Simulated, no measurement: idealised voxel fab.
process module | voxel transistor to metal
cross-section cut | 285 nm wide | cells 5 nm
A cross-section is a grid of square cells, given in bands from the top down. A band is one or more rows of cells.
Each band's line starts with the height of the band's top and of its bottom, in nm. Then come its materials from left to right, each with its width in nm. One material with "throughout" fills the band from edge to edge. "air" is empty space.
Height 0 is the level under which the wafer as received is all one material. The lowest band goes on downwards, as in "0 down".
A width such as "30 to 40" changes by the same amount from each row of cells to the next, from the band's top row to its bottom row.
"no change" after a step means that no cell of the cross-section changed.
closed voids: empty space of 8 cells or more with no open way to the top, each as width x height at its distance from the left edge, in nm
after a step's settings: what the simulator itself notes on the step
overlay nm, on a step with a mask: how far to the right of its planned place the mask lay; to the left if negative
plan
1 op RECEIVE | material Si
2 op CONFORMAL_DEP | material SiO2 | thk nm 5
3 op CONFORMAL_DEP | material SiN | thk nm 10
4 op PATTERN | tone cover | mask id ACTIVE | material resist | width nm 105 | pitch nm 135 | thk nm 20 | overlay nm 0
5 op DIRECTIONAL_ETCH | etch materials SiN | depth nm 10
6 op DIRECTIONAL_ETCH | etch materials SiO2 | depth nm 5
7 op DIRECTIONAL_ETCH | etch materials Si | depth nm 35
8 op STRIP | etch materials resist
9 op OXIDIZE | depth nm 5
10 op FILL_DEP | material SiO2 | thk nm 10
11 op CMP | height nm 15
12 op SELECTIVE_ETCH | etch materials SiO2 | depth nm 10
13 op STRIP | etch materials SiN
14 op SELECTIVE_ETCH | etch materials SiO2 | depth nm 5
15 op OXIDIZE | depth nm 5
16 op DIRECTIONAL_DEP | material polySi | thk nm 25
17 op DIRECTIONAL_DEP | material SiCN | thk nm 15
18 op MASKED_ETCH | tone cover | mask id GATE | width nm 25 | pitch nm 135 | etch materials SiCN | depth nm 25 | overlay nm 0
19 op MASKED_ETCH | tone cover | mask id GATE | width nm 25 | pitch nm 135 | etch materials polySi | depth nm 35 | overlay nm 0
20 op CONFORMAL_DEP | material SiN | thk nm 5
21 op DIRECTIONAL_ETCH | etch materials SiN | depth nm 5
22 op DIRECTIONAL_ETCH | etch materials SiO2 | depth nm 5
23 op DIRECTIONAL_ETCH | etch materials Si | depth nm 10
24 op EPI | material nSi | thk nm 10
25 op FILL_DEP | material SiO2 | thk nm 5
26 op CMP | height nm 40
27 op DIRECTIONAL_DEP | material SiO2 | thk nm 15
28 op PATTERN | tone open | mask id CONTACT | material resist | width nm 15 | thk nm 20 | overlay nm 0
29 op DIRECTIONAL_ETCH | etch materials SiO2 | depth nm 60
30 op STRIP | etch materials resist
31 op CONFORMAL_DEP | material TiN | thk nm 5
32 op FILL_DEP | material W | thk nm 5
33 op CMP | height nm 55
34 op CONFORMAL_DEP | material SiCN | thk nm 5
35 op DIRECTIONAL_DEP | material lowk | thk nm 25
36 op PATTERN | tone open | mask id METAL_1 | material resist | width nm 15 | thk nm 15 | overlay nm 0
37 op DIRECTIONAL_ETCH | etch materials lowk | depth nm 25
38 op DIRECTIONAL_ETCH | etch materials SiCN | depth nm 5
39 op STRIP | etch materials resist
40 op CONFORMAL_DEP | material TiN | thk nm 5
41 op FILL_DEP | material Ru | thk nm 10
42 op CMP | height nm 85
43 op CONFORMAL_DEP | material SiCN | thk nm 5
first wafer, as planned
as received, after step 1
  0 down: Si throughout
  closed voids: none
after step 2
  5 to 0: SiO2 throughout
  below 0: unchanged
after step 3
  15 to 5: SiN throughout
  below 5: unchanged
after step 4
  35 to 15: air 20 | resist 105 | air 30 | resist 105 | air 25
  below 15: unchanged
after step 5
  35 to 15: air 20 | resist 105 | air 30 | resist 105 | air 25
  15 to 5: air 20 | SiN 105 | air 30 | SiN 105 | air 25
  below 5: unchanged
after step 6
  35 to 15: air 20 | resist 105 | air 30 | resist 105 | air 25
  15 to 5: air 20 | SiN 105 | air 30 | SiN 105 | air 25
  5 to 0: air 20 | SiO2 105 | air 30 | SiO2 105 | air 25
  below 0: unchanged
after step 7
  35 to 15: air 20 | resist 105 | air 30 | resist 105 | air 25
  15 to 5: air 20 | SiN 105 | air 30 | SiN 105 | air 25
  5 to 0: air 20 | SiO2 105 | air 30 | SiO2 105 | air 25
  0 to -35: air 20 | Si 105 | air 30 | Si 105 | air 25
  below -35: unchanged
after step 8
  15 to 5: air 20 | SiN 105 | air 30 | SiN 105 | air 25
  below 5: unchanged
after step 9
  15 to 5: air 20 | SiN 105 | air 30 | SiN 105 | air 25
  5 to 0: air 20 | SiO2 105 | air 30 | SiO2 105 | air 25
  0 to -35: air 20 | SiO2 5 | Si 95 | SiO2 5 | air 30 | SiO2 5 | Si 95 | SiO2 5 | air 25
  -35 to -40: SiO2 25 | Si 95 | SiO2 40 | Si 95 | SiO2 30
  below -40: unchanged
after step 10
  25 to 15: SiO2 throughout
  15 to 5: SiO2 20 | SiN 105 | SiO2 30 | SiN 105 | SiO2 25
  5 to 0: SiO2 throughout
  0 to -40: SiO2 25 | Si 95 | SiO2 40 | Si 95 | SiO2 30
  below -40: unchanged
after step 11
  15 to 5: SiO2 20 | SiN 105 | SiO2 30 | SiN 105 | SiO2 25
  below 5: unchanged
after step 12
  15 to 5: air 20 | SiN 105 | air 30 | SiN 105 | air 25
  below 5: unchanged
after step 13
  5 to 0: SiO2 throughout
  below 0: unchanged
after step 14
  0 to -40: SiO2 25 | Si 95 | SiO2 40 | Si 95 | SiO2 30
  below -40: unchanged
after step 15
  0 to -5: SiO2 throughout
  below -5: unchanged
after step 16
  25 to 0: polySi throughout
  below 0: unchanged
after step 17
  40 to 25: SiCN throughout
  below 25: unchanged
after step 18
  40 to 25: air 60 | SiCN 25 | air 110 | SiCN 25 | air 65
  below 25: unchanged
after step 19
  40 to 25: air 60 | SiCN 25 | air 110 | SiCN 25 | air 65
  25 to 0: air 60 | polySi 25 | air 110 | polySi 25 | air 65
  below 0: unchanged
after step 20
  45 to 40: air 55 | SiN 35 | air 100 | SiN 35 | air 60
  40 to 25: air 55 | SiN 5 | SiCN 25 | SiN 5 | air 100 | SiN 5 | SiCN 25 | SiN 5 | air 60
  25 to 5: air 55 | SiN 5 | polySi 25 | SiN 5 | air 100 | SiN 5 | polySi 25 | SiN 5 | air 60
  5 to 0: SiN 60 | polySi 25 | SiN 110 | polySi 25 | SiN 65
  below 0: unchanged
after step 21
  40 to 25: air 55 | SiN 5 | SiCN 25 | SiN 5 | air 100 | SiN 5 | SiCN 25 | SiN 5 | air 60
  25 to 0: air 55 | SiN 5 | polySi 25 | SiN 5 | air 100 | SiN 5 | polySi 25 | SiN 5 | air 60
  below 0: unchanged
after step 22
  40 to 25: air 55 | SiN 5 | SiCN 25 | SiN 5 | air 100 | SiN 5 | SiCN 25 | SiN 5 | air 60
  25 to 0: air 55 | SiN 5 | polySi 25 | SiN 5 | air 100 | SiN 5 | polySi 25 | SiN 5 | air 60
  0 to -5: air 55 | SiO2 35 | air 100 | SiO2 35 | air 60
  below -5: unchanged
after step 23
  40 to 25: air 55 | SiN 5 | SiCN 25 | SiN 5 | air 100 | SiN 5 | SiCN 25 | SiN 5 | air 60
  25 to 0: air 55 | SiN 5 | polySi 25 | SiN 5 | air 100 | SiN 5 | polySi 25 | SiN 5 | air 60
  0 to -5: air 55 | SiO2 35 | air 100 | SiO2 35 | air 60
  -5 to -15: SiO2 25 | air 30 | Si 35 | air 30 | SiO2 40 | air 30 | Si 35 | air 30 | SiO2 30
  below -15: unchanged
after step 24
  40 to 25: air 55 | SiN 5 | SiCN 25 | SiN 5 | air 100 | SiN 5 | SiCN 25 | SiN 5 | air 60
  25 to 5: air 55 | SiN 5 | polySi 25 | SiN 5 | air 100 | SiN 5 | polySi 25 | SiN 5 | air 60
  5 to 0: air 45 | nSi 10 | SiN 5 | polySi 25 | SiN 5 | nSi 10 | air 80 | nSi 10 | SiN 5 | polySi 25 | SiN 5 | nSi 10 | air 50
  0 to -5: air 45 | nSi 10 | SiO2 35 | nSi 10 | air 80 | nSi 10 | SiO2 35 | nSi 10 | air 50
  -5 to -15: SiO2 25 | nSi 30 | Si 35 | nSi 30 | SiO2 40 | nSi 30 | Si 35 | nSi 30 | SiO2 30
  below -15: unchanged
after step 25
  45 to 40: SiO2 throughout
  40 to 25: SiO2 55 | SiN 5 | SiCN 25 | SiN 5 | SiO2 100 | SiN 5 | SiCN 25 | SiN 5 | SiO2 60
  25 to 5: SiO2 55 | SiN 5 | polySi 25 | SiN 5 | SiO2 100 | SiN 5 | polySi 25 | SiN 5 | SiO2 60
  5 to 0: SiO2 45 | nSi 10 | SiN 5 | polySi 25 | SiN 5 | nSi 10 | SiO2 80 | nSi 10 | SiN 5 | polySi 25 | SiN 5 | nSi 10 | SiO2 50
  0 to -5: SiO2 45 | nSi 10 | SiO2 35 | nSi 10 | SiO2 80 | nSi 10 | SiO2 35 | nSi 10 | SiO2 50
  below -5: unchanged
after step 26
  40 to 25: SiO2 55 | SiN 5 | SiCN 25 | SiN 5 | SiO2 100 | SiN 5 | SiCN 25 | SiN 5 | SiO2 60
  below 25: unchanged
after step 27
  55 to 40: SiO2 throughout
  below 40: unchanged
after step 28
  75 to 55: resist 25 | air 15 | resist 65 | air 15 | resist 40 | air 15 | resist 65 | air 15 | resist 30
  below 55: unchanged
after step 29
  75 to 55: resist 25 | air 15 | resist 65 | air 15 | resist 40 | air 15 | resist 65 | air 15 | resist 30
  55 to 40: SiO2 25 | air 15 | SiO2 65 | air 15 | SiO2 40 | air 15 | SiO2 65 | air 15 | SiO2 30
  40 to 25: SiO2 25 | air 15 | SiO2 15 | SiN 5 | SiCN 25 | SiN 5 | SiO2 15 | air 15 | SiO2 40 | air 15 | SiO2 15 | SiN 5 | SiCN 25 | SiN 5 | SiO2 15 | air 15 | SiO2 30
  25 to 5: SiO2 25 | air 15 | SiO2 15 | SiN 5 | polySi 25 | SiN 5 | SiO2 15 | air 15 | SiO2 40 | air 15 | SiO2 15 | SiN 5 | polySi 25 | SiN 5 | SiO2 15 | air 15 | SiO2 30
  5 to 0: SiO2 25 | air 15 | SiO2 5 | nSi 10 | SiN 5 | polySi 25 | SiN 5 | nSi 10 | SiO2 5 | air 15 | SiO2 40 | air 15 | SiO2 5 | nSi 10 | SiN 5 | polySi 25 | SiN 5 | nSi 10 | SiO2 5 | air 15 | SiO2 30
  0 to -5: SiO2 25 | air 15 | SiO2 5 | nSi 10 | SiO2 35 | nSi 10 | SiO2 5 | air 15 | SiO2 40 | air 15 | SiO2 5 | nSi 10 | SiO2 35 | nSi 10 | SiO2 5 | air 15 | SiO2 30
  below -5: unchanged
after step 30
  55 to 40: SiO2 25 | air 15 | SiO2 65 | air 15 | SiO2 40 | air 15 | SiO2 65 | air 15 | SiO2 30
  below 40: unchanged
after step 31
  60 to 55: TiN 30 | air 5 | TiN 75 | air 5 | TiN 50 | air 5 | TiN 75 | air 5 | TiN 35
  55 to 40: SiO2 25 | TiN 5 | air 5 | TiN 5 | SiO2 65 | TiN 5 | air 5 | TiN 5 | SiO2 40 | TiN 5 | air 5 | TiN 5 | SiO2 65 | TiN 5 | air 5 | TiN 5 | SiO2 30
  40 to 25: SiO2 25 | TiN 5 | air 5 | TiN 5 | SiO2 15 | SiN 5 | SiCN 25 | SiN 5 | SiO2 15 | TiN 5 | air 5 | TiN 5 | SiO2 40 | TiN 5 | air 5 | TiN 5 | SiO2 15 | SiN 5 | SiCN 25 | SiN 5 | SiO2 15 | TiN 5 | air 5 | TiN 5 | SiO2 30
  25 to 5: SiO2 25 | TiN 5 | air 5 | TiN 5 | SiO2 15 | SiN 5 | polySi 25 | SiN 5 | SiO2 15 | TiN 5 | air 5 | TiN 5 | SiO2 40 | TiN 5 | air 5 | TiN 5 | SiO2 15 | SiN 5 | polySi 25 | SiN 5 | SiO2 15 | TiN 5 | air 5 | TiN 5 | SiO2 30
  5 to 0: SiO2 25 | TiN 5 | air 5 | TiN 5 | SiO2 5 | nSi 10 | SiN 5 | polySi 25 | SiN 5 | nSi 10 | SiO2 5 | TiN 5 | air 5 | TiN 5 | SiO2 40 | TiN 5 | air 5 | TiN 5 | SiO2 5 | nSi 10 | SiN 5 | polySi 25 | SiN 5 | nSi 10 | SiO2 5 | TiN 5 | air 5 | TiN 5 | SiO2 30
  0 to -5: SiO2 25 | TiN 15 | SiO2 5 | nSi 10 | SiO2 35 | nSi 10 | SiO2 5 | TiN 15 | SiO2 40 | TiN 15 | SiO2 5 | nSi 10 | SiO2 35 | nSi 10 | SiO2 5 | TiN 15 | SiO2 30
  below -5: unchanged
after step 32
  65 to 60: W throughout
  60 to 55: TiN 30 | W 5 | TiN 75 | W 5 | TiN 50 | W 5 | TiN 75 | W 5 | TiN 35
  55 to 40: SiO2 25 | TiN 5 | W 5 | TiN 5 | SiO2 65 | TiN 5 | W 5 | TiN 5 | SiO2 40 | TiN 5 | W 5 | TiN 5 | SiO2 65 | TiN 5 | W 5 | TiN 5 | SiO2 30
  40 to 25: SiO2 25 | TiN 5 | W 5 | TiN 5 | SiO2 15 | SiN 5 | SiCN 25 | SiN 5 | SiO2 15 | TiN 5 | W 5 | TiN 5 | SiO2 40 | TiN 5 | W 5 | TiN 5 | SiO2 15 | SiN 5 | SiCN 25 | SiN 5 | SiO2 15 | TiN 5 | W 5 | TiN 5 | SiO2 30
  25 to 5: SiO2 25 | TiN 5 | W 5 | TiN 5 | SiO2 15 | SiN 5 | polySi 25 | SiN 5 | SiO2 15 | TiN 5 | W 5 | TiN 5 | SiO2 40 | TiN 5 | W 5 | TiN 5 | SiO2 15 | SiN 5 | polySi 25 | SiN 5 | SiO2 15 | TiN 5 | W 5 | TiN 5 | SiO2 30
  5 to 0: SiO2 25 | TiN 5 | W 5 | TiN 5 | SiO2 5 | nSi 10 | SiN 5 | polySi 25 | SiN 5 | nSi 10 | SiO2 5 | TiN 5 | W 5 | TiN 5 | SiO2 40 | TiN 5 | W 5 | TiN 5 | SiO2 5 | nSi 10 | SiN 5 | polySi 25 | SiN 5 | nSi 10 | SiO2 5 | TiN 5 | W 5 | TiN 5 | SiO2 30
  below 0: unchanged
after step 33
  55 to 40: SiO2 25 | TiN 5 | W 5 | TiN 5 | SiO2 65 | TiN 5 | W 5 | TiN 5 | SiO2 40 | TiN 5 | W 5 | TiN 5 | SiO2 65 | TiN 5 | W 5 | TiN 5 | SiO2 30
  below 40: unchanged
after step 34
  60 to 55: SiCN throughout
  below 55: unchanged
after step 35
  85 to 60: lowk throughout
  below 60: unchanged
after step 36
  100 to 85: resist 25 | air 15 | resist 65 | air 15 | resist 40 | air 15 | resist 65 | air 15 | resist 30
  below 85: unchanged
after step 37
  100 to 85: resist 25 | air 15 | resist 65 | air 15 | resist 40 | air 15 | resist 65 | air 15 | resist 30
  85 to 60: lowk 25 | air 15 | lowk 65 | air 15 | lowk 40 | air 15 | lowk 65 | air 15 | lowk 30
  below 60: unchanged
after step 38
  100 to 85: resist 25 | air 15 | resist 65 | air 15 | resist 40 | air 15 | resist 65 | air 15 | resist 30
  85 to 60: lowk 25 | air 15 | lowk 65 | air 15 | lowk 40 | air 15 | lowk 65 | air 15 | lowk 30
  60 to 55: SiCN 25 | air 15 | SiCN 65 | air 15 | SiCN 40 | air 15 | SiCN 65 | air 15 | SiCN 30
  below 55: unchanged
after step 39
  85 to 60: lowk 25 | air 15 | lowk 65 | air 15 | lowk 40 | air 15 | lowk 65 | air 15 | lowk 30
  below 60: unchanged
after step 40
  90 to 85: TiN 30 | air 5 | TiN 75 | air 5 | TiN 50 | air 5 | TiN 75 | air 5 | TiN 35
  85 to 60: lowk 25 | TiN 5 | air 5 | TiN 5 | lowk 65 | TiN 5 | air 5 | TiN 5 | lowk 40 | TiN 5 | air 5 | TiN 5 | lowk 65 | TiN 5 | air 5 | TiN 5 | lowk 30
  60 to 55: SiCN 25 | TiN 15 | SiCN 65 | TiN 15 | SiCN 40 | TiN 15 | SiCN 65 | TiN 15 | SiCN 30
  below 55: unchanged
after step 41
  100 to 90: Ru throughout
  90 to 85: TiN 30 | Ru 5 | TiN 75 | Ru 5 | TiN 50 | Ru 5 | TiN 75 | Ru 5 | TiN 35
  85 to 60: lowk 25 | TiN 5 | Ru 5 | TiN 5 | lowk 65 | TiN 5 | Ru 5 | TiN 5 | lowk 40 | TiN 5 | Ru 5 | TiN 5 | lowk 65 | TiN 5 | Ru 5 | TiN 5 | lowk 30
  below 60: unchanged
after step 42
  85 to 60: lowk 25 | TiN 5 | Ru 5 | TiN 5 | lowk 65 | TiN 5 | Ru 5 | TiN 5 | lowk 40 | TiN 5 | Ru 5 | TiN 5 | lowk 65 | TiN 5 | Ru 5 | TiN 5 | lowk 30
  below 60: unchanged
after step 43
  90 to 85: SiCN throughout
  below 85: unchanged
second wafer: like start, like plan, one mistake. Through step 26 it matches the first wafer
when step 27 should have ended
  70 to 40: SiO2 throughout
  below 40: unchanged
when step 28 should have ended
  90 to 70: resist 25 | air 15 | resist 65 | air 15 | resist 40 | air 15 | resist 65 | air 15 | resist 30
  below 70: unchanged
when step 29 should have ended
  90 to 70: resist 25 | air 15 | resist 65 | air 15 | resist 40 | air 15 | resist 65 | air 15 | resist 30
  70 to 40: SiO2 25 | air 15 | SiO2 65 | air 15 | SiO2 40 | air 15 | SiO2 65 | air 15 | SiO2 30
  40 to 25: SiO2 25 | air 15 | SiO2 15 | SiN 5 | SiCN 25 | SiN 5 | SiO2 15 | air 15 | SiO2 40 | air 15 | SiO2 15 | SiN 5 | SiCN 25 | SiN 5 | SiO2 15 | air 15 | SiO2 30
  25 to 10: SiO2 25 | air 15 | SiO2 15 | SiN 5 | polySi 25 | SiN 5 | SiO2 15 | air 15 | SiO2 40 | air 15 | SiO2 15 | SiN 5 | polySi 25 | SiN 5 | SiO2 15 | air 15 | SiO2 30
  below 10: unchanged
when step 30 should have ended
  70 to 40: SiO2 25 | air 15 | SiO2 65 | air 15 | SiO2 40 | air 15 | SiO2 65 | air 15 | SiO2 30
  below 40: unchanged
when step 31 should have ended
  75 to 70: TiN 30 | air 5 | TiN 75 | air 5 | TiN 50 | air 5 | TiN 75 | air 5 | TiN 35
  70 to 40: SiO2 25 | TiN 5 | air 5 | TiN 5 | SiO2 65 | TiN 5 | air 5 | TiN 5 | SiO2 40 | TiN 5 | air 5 | TiN 5 | SiO2 65 | TiN 5 | air 5 | TiN 5 | SiO2 30
  40 to 25: SiO2 25 | TiN 5 | air 5 | TiN 5 | SiO2 15 | SiN 5 | SiCN 25 | SiN 5 | SiO2 15 | TiN 5 | air 5 | TiN 5 | SiO2 40 | TiN 5 | air 5 | TiN 5 | SiO2 15 | SiN 5 | SiCN 25 | SiN 5 | SiO2 15 | TiN 5 | air 5 | TiN 5 | SiO2 30
  25 to 15: SiO2 25 | TiN 5 | air 5 | TiN 5 | SiO2 15 | SiN 5 | polySi 25 | SiN 5 | SiO2 15 | TiN 5 | air 5 | TiN 5 | SiO2 40 | TiN 5 | air 5 | TiN 5 | SiO2 15 | SiN 5 | polySi 25 | SiN 5 | SiO2 15 | TiN 5 | air 5 | TiN 5 | SiO2 30
  15 to 10: SiO2 25 | TiN 15 | SiO2 15 | SiN 5 | polySi 25 | SiN 5 | SiO2 15 | TiN 15 | SiO2 40 | TiN 15 | SiO2 15 | SiN 5 | polySi 25 | SiN 5 | SiO2 15 | TiN 15 | SiO2 30
  below 10: unchanged
when step 32 should have ended
  80 to 75: W throughout
  75 to 70: TiN 30 | W 5 | TiN 75 | W 5 | TiN 50 | W 5 | TiN 75 | W 5 | TiN 35
  70 to 40: SiO2 25 | TiN 5 | W 5 | TiN 5 | SiO2 65 | TiN 5 | W 5 | TiN 5 | SiO2 40 | TiN 5 | W 5 | TiN 5 | SiO2 65 | TiN 5 | W 5 | TiN 5 | SiO2 30
  40 to 25: SiO2 25 | TiN 5 | W 5 | TiN 5 | SiO2 15 | SiN 5 | SiCN 25 | SiN 5 | SiO2 15 | TiN 5 | W 5 | TiN 5 | SiO2 40 | TiN 5 | W 5 | TiN 5 | SiO2 15 | SiN 5 | SiCN 25 | SiN 5 | SiO2 15 | TiN 5 | W 5 | TiN 5 | SiO2 30
  25 to 15: SiO2 25 | TiN 5 | W 5 | TiN 5 | SiO2 15 | SiN 5 | polySi 25 | SiN 5 | SiO2 15 | TiN 5 | W 5 | TiN 5 | SiO2 40 | TiN 5 | W 5 | TiN 5 | SiO2 15 | SiN 5 | polySi 25 | SiN 5 | SiO2 15 | TiN 5 | W 5 | TiN 5 | SiO2 30
  below 15: unchanged
when step 33 should have ended
  55 to 40: SiO2 25 | TiN 5 | W 5 | TiN 5 | SiO2 65 | TiN 5 | W 5 | TiN 5 | SiO2 40 | TiN 5 | W 5 | TiN 5 | SiO2 65 | TiN 5 | W 5 | TiN 5 | SiO2 30
  below 40: unchanged
when step 34 should have ended
  60 to 55: SiCN throughout
  below 55: unchanged
when step 35 should have ended
  85 to 60: lowk throughout
  below 60: unchanged
when step 36 should have ended
  100 to 85: resist 25 | air 15 | resist 65 | air 15 | resist 40 | air 15 | resist 65 | air 15 | resist 30
  below 85: unchanged
when step 37 should have ended
  100 to 85: resist 25 | air 15 | resist 65 | air 15 | resist 40 | air 15 | resist 65 | air 15 | resist 30
  85 to 60: lowk 25 | air 15 | lowk 65 | air 15 | lowk 40 | air 15 | lowk 65 | air 15 | lowk 30
  below 60: unchanged
when step 38 should have ended
  100 to 85: resist 25 | air 15 | resist 65 | air 15 | resist 40 | air 15 | resist 65 | air 15 | resist 30
  85 to 60: lowk 25 | air 15 | lowk 65 | air 15 | lowk 40 | air 15 | lowk 65 | air 15 | lowk 30
  60 to 55: SiCN 25 | air 15 | SiCN 65 | air 15 | SiCN 40 | air 15 | SiCN 65 | air 15 | SiCN 30
  below 55: unchanged
when step 39 should have ended
  85 to 60: lowk 25 | air 15 | lowk 65 | air 15 | lowk 40 | air 15 | lowk 65 | air 15 | lowk 30
  below 60: unchanged
when step 40 should have ended
  90 to 85: TiN 30 | air 5 | TiN 75 | air 5 | TiN 50 | air 5 | TiN 75 | air 5 | TiN 35
  85 to 60: lowk 25 | TiN 5 | air 5 | TiN 5 | lowk 65 | TiN 5 | air 5 | TiN 5 | lowk 40 | TiN 5 | air 5 | TiN 5 | lowk 65 | TiN 5 | air 5 | TiN 5 | lowk 30
  60 to 55: SiCN 25 | TiN 15 | SiCN 65 | TiN 15 | SiCN 40 | TiN 15 | SiCN 65 | TiN 15 | SiCN 30
  below 55: unchanged
when step 41 should have ended
  100 to 90: Ru throughout
  90 to 85: TiN 30 | Ru 5 | TiN 75 | Ru 5 | TiN 50 | Ru 5 | TiN 75 | Ru 5 | TiN 35
  85 to 60: lowk 25 | TiN 5 | Ru 5 | TiN 5 | lowk 65 | TiN 5 | Ru 5 | TiN 5 | lowk 40 | TiN 5 | Ru 5 | TiN 5 | lowk 65 | TiN 5 | Ru 5 | TiN 5 | lowk 30
  below 60: unchanged
when step 42 should have ended
  85 to 60: lowk 25 | TiN 5 | Ru 5 | TiN 5 | lowk 65 | TiN 5 | Ru 5 | TiN 5 | lowk 40 | TiN 5 | Ru 5 | TiN 5 | lowk 65 | TiN 5 | Ru 5 | TiN 5 | lowk 30
  below 60: unchanged
when step 43 should have ended
  90 to 85: SiCN throughout
  below 85: unchanged
what went wrong: step 27 was run twice
at the end the second wafer has, in cells: 36 more of SiO2 | 24 fewer of TiN | 12 fewer of W
